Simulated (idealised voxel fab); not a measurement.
Module name: voxel air gaps (process module)
This is section cut - it's 275 nm across, gridded in 5 nm square cells.
This document writes a cross-section as a grid whose cells are square, and gives it as bands, listed from the top down; one or more rows of cells form a band. Top, bottom (nm), then materials left to right with widths (nm); lone material tagged "throughout" fills the whole band edge to edge; "air" = empty space. Beneath 0, the wafer as received is one material, and that level is where height counting begins. The lowest band goes on downward without a bottom; it is written like "top 0, no bottom". So if you see something like "30->40" for the width, read it as the top row of the band sitting at the first number and the bottom row at the second, with every row in between moving by the same amount as the last. Reading "no change" for a step: not a cell of the cross-section changed in it. Each empty space that has no open way to the top and spans at least 8 cells appears under "closed voids" as width x height at distance, the distance counted from the left edge, all in nm. Note: text after step settings on the step line = simulator remark on that step. A step's line can hold "overlay nm"; with a mask on that step, the setting says how far right of the planned place the mask lay, while a negative setting says it lay to the left.

## Process steps (planned)
1: op RECEIVE | material Si
2: op CONFORMAL_DEP | material SiO2 | thk nm 10
3: op CONFORMAL_DEP | material SiCN | thk nm 5
4: op DIRECTIONAL_DEP | material SiO2 | thk nm 35
5: op MASKED_ETCH | tone open | mask id LINES | width nm 20 | pitch nm 45 | etch materials SiO2 | depth nm 35 | overlay nm 0
6: op CONFORMAL_DEP | material TiN | thk nm 5
7: op FILL_DEP | material Ru | thk nm 5
8: op CMP | height nm 50
9: op EPI | material Ru | thk nm 10
10: op SELECTIVE_ETCH | etch materials SiO2 | depth nm 45
11: op CONFORMAL_DEP | material SiCN | thk nm 5

## First of the two wafers, run per plan

## Cross-section: wafer on arrival = after step 1
  top 0, no bottom  Si throughout
  closed voids: none

## Wafer after step 2 (cross-section)
  top 10, bottom 0  SiO2 throughout
  Everything below 0 is unchanged.

## Wafer after step 3 (cross-section)
  top 15, bottom 10  SiCN throughout
  Everything below 10 is unchanged.

## Wafer after step 4 (cross-section)
  top 50, bottom 15  SiO2 throughout
  Everything below 15 is unchanged.

## Wafer after step 5 (cross-section)
  top 50, bottom 15  SiO2 80; air 20; SiO2 25; air 20; SiO2 25; air 20; SiO2 85
  Everything below 15 is unchanged.

## Wafer after step 6 (cross-section)
  top 55, bottom 50  TiN 85; air 10; TiN 35; air 10; TiN 35; air 10; TiN 90
  top 50, bottom 20  SiO2 80; TiN 5; air 10; TiN 5; SiO2 25; TiN 5; air 10; TiN 5; SiO2 25; TiN 5; air 10; TiN 5; SiO2 85
  top 20, bottom 15  SiO2 80; TiN 20; SiO2 25; TiN 20; SiO2 25; TiN 20; SiO2 85
  Everything below 15 is unchanged.

## Wafer after step 7 (cross-section)
  top 60, bottom 55  Ru throughout
  top 55, bottom 50  TiN 85; Ru 10; TiN 35; Ru 10; TiN 35; Ru 10; TiN 90
  top 50, bottom 20  SiO2 80; TiN 5; Ru 10; TiN 5; SiO2 25; TiN 5; Ru 10; TiN 5; SiO2 25; TiN 5; Ru 10; TiN 5; SiO2 85
  Everything below 20 is unchanged.

## Wafer after step 8 (cross-section)
  top 50, bottom 20  SiO2 80; TiN 5; Ru 10; TiN 5; SiO2 25; TiN 5; Ru 10; TiN 5; SiO2 25; TiN 5; Ru 10; TiN 5; SiO2 85
  Everything below 20 is unchanged.

## Wafer after step 9 (cross-section)
  top 60, bottom 50  air 70; Ru 40; air 5; Ru 40; air 5; Ru 40; air 75
  Everything below 50 is unchanged.

## Wafer after step 10 (cross-section)
  top 60, bottom 50  air 70; Ru 40; air 5; Ru 40; air 5; Ru 40; air 75
  top 50, bottom 20  air 80; TiN 5; Ru 10; TiN 5; air 25; TiN 5; Ru 10; TiN 5; air 25; TiN 5; Ru 10; TiN 5; air 85
  top 20, bottom 15  air 80; TiN 20; air 25; TiN 20; air 25; TiN 20; air 85
  Everything below 15 is unchanged.

## Wafer after step 11 (cross-section)
  top 65, bottom 60  air 65; SiCN 140; air 70
  top 60, bottom 50  air 65; SiCN 5; Ru 40; SiCN 5; Ru 40; SiCN 5; Ru 40; SiCN 5; air 70
  top 50, bottom 45  air 65; SiCN 15; TiN 5; Ru 10; TiN 5; SiCN 25; TiN 5; Ru 10; TiN 5; SiCN 25; TiN 5; Ru 10; TiN 5; SiCN 15; air 70
  top 45, bottom 20  air 75; SiCN 5; TiN 5; Ru 10; TiN 5; SiCN 5; air 15; SiCN 5; TiN 5; Ru 10; TiN 5; SiCN 5; air 15; SiCN 5; TiN 5; Ru 10; TiN 5; SiCN 5; air 80
  top 20, bottom 15  SiCN 80; TiN 20; SiCN 25; TiN 20; SiCN 25; TiN 20; SiCN 85
  Everything below 15 is unchanged.
  closed voids: 15 x 25 at 105; 15 x 25 at 150

## The second wafer began exactly as the first did and followed the same plan, but one mistake was made while running it; through step 4 inclusive, the two wafers are identical

## Cross-section: second wafer, time at which step 5 was scheduled to end
  top 50, bottom 15  SiO2 85; air 15; SiO2 30; air 15; SiO2 30; air 15; SiO2 85
  Everything below 15 is unchanged.

## Cross-section: second wafer, time at which step 6 was scheduled to end
  top 55, bottom 50  TiN 90; air 5; TiN 40; air 5; TiN 40; air 5; TiN 90
  top 50, bottom 20  SiO2 85; TiN 5; air 5; TiN 5; SiO2 30; TiN 5; air 5; TiN 5; SiO2 30; TiN 5; air 5; TiN 5; SiO2 85
  top 20, bottom 15  SiO2 85; TiN 15; SiO2 30; TiN 15; SiO2 30; TiN 15; SiO2 85
  Everything below 15 is unchanged.

## Cross-section: second wafer, time at which step 7 was scheduled to end
  top 60, bottom 55  Ru throughout
  top 55, bottom 50  TiN 90; Ru 5; TiN 40; Ru 5; TiN 40; Ru 5; TiN 90
  top 50, bottom 20  SiO2 85; TiN 5; Ru 5; TiN 5; SiO2 30; TiN 5; Ru 5; TiN 5; SiO2 30; TiN 5; Ru 5; TiN 5; SiO2 85
  Everything below 20 is unchanged.

## Cross-section: second wafer, time at which step 8 was scheduled to end
  top 50, bottom 20  SiO2 85; TiN 5; Ru 5; TiN 5; SiO2 30; TiN 5; Ru 5; TiN 5; SiO2 30; TiN 5; Ru 5; TiN 5; SiO2 85
  Everything below 20 is unchanged.

## Cross-section: second wafer, time at which step 9 was scheduled to end
  top 60, bottom 50  air 75; Ru 35; air 10; Ru 35; air 10; Ru 35; air 75
  Everything below 50 is unchanged.

## Cross-section: second wafer, time at which step 10 was scheduled to end
  top 60, bottom 50  air 75; Ru 35; air 10; Ru 35; air 10; Ru 35; air 75
  top 50, bottom 20  air 85; TiN 5; Ru 5; TiN 5; air 30; TiN 5; Ru 5; TiN 5; air 30; TiN 5; Ru 5; TiN 5; air 85
  top 20, bottom 15  air 85; TiN 15; air 30; TiN 15; air 30; TiN 15; air 85
  Everything below 15 is unchanged.

## Cross-section: second wafer, time at which step 11 was scheduled to end
  top 65, bottom 60  air 70; SiCN 135; air 70
  top 60, bottom 50  air 70; SiCN 5; Ru 35; SiCN 10; Ru 35; SiCN 10; Ru 35; SiCN 5; air 70
  top 50, bottom 45  air 70; SiCN 15; TiN 5; Ru 5; TiN 5; SiCN 30; TiN 5; Ru 5; TiN 5; SiCN 30; TiN 5; Ru 5; TiN 5; SiCN 15; air 70
  top 45, bottom 20  air 80; SiCN 5; TiN 5; Ru 5; TiN 5; SiCN 5; air 20; SiCN 5; TiN 5; Ru 5; TiN 5; SiCN 5; air 20; SiCN 5; TiN 5; Ru 5; TiN 5; SiCN 5; air 80
  top 20, bottom 15  SiCN 85; TiN 15; SiCN 30; TiN 15; SiCN 30; TiN 15; SiCN 85
  Everything below 15 is unchanged.
  closed voids: 20 x 25 at 105; 20 x 25 at 150
Want to know what went wrong? it should be noted that step 5 was executed with settings other than those planned, the operation and settings actually applied being op MASKED_ETCH | tone open | mask id LINES | width nm 15 | pitch nm 45 | etch materials SiO2 | depth nm 35 | overlay nm 0
End check, counted in cells, second wafer has more or fewer of these materials than the first: -24 Ru; +8 SiCN; -3 TiN
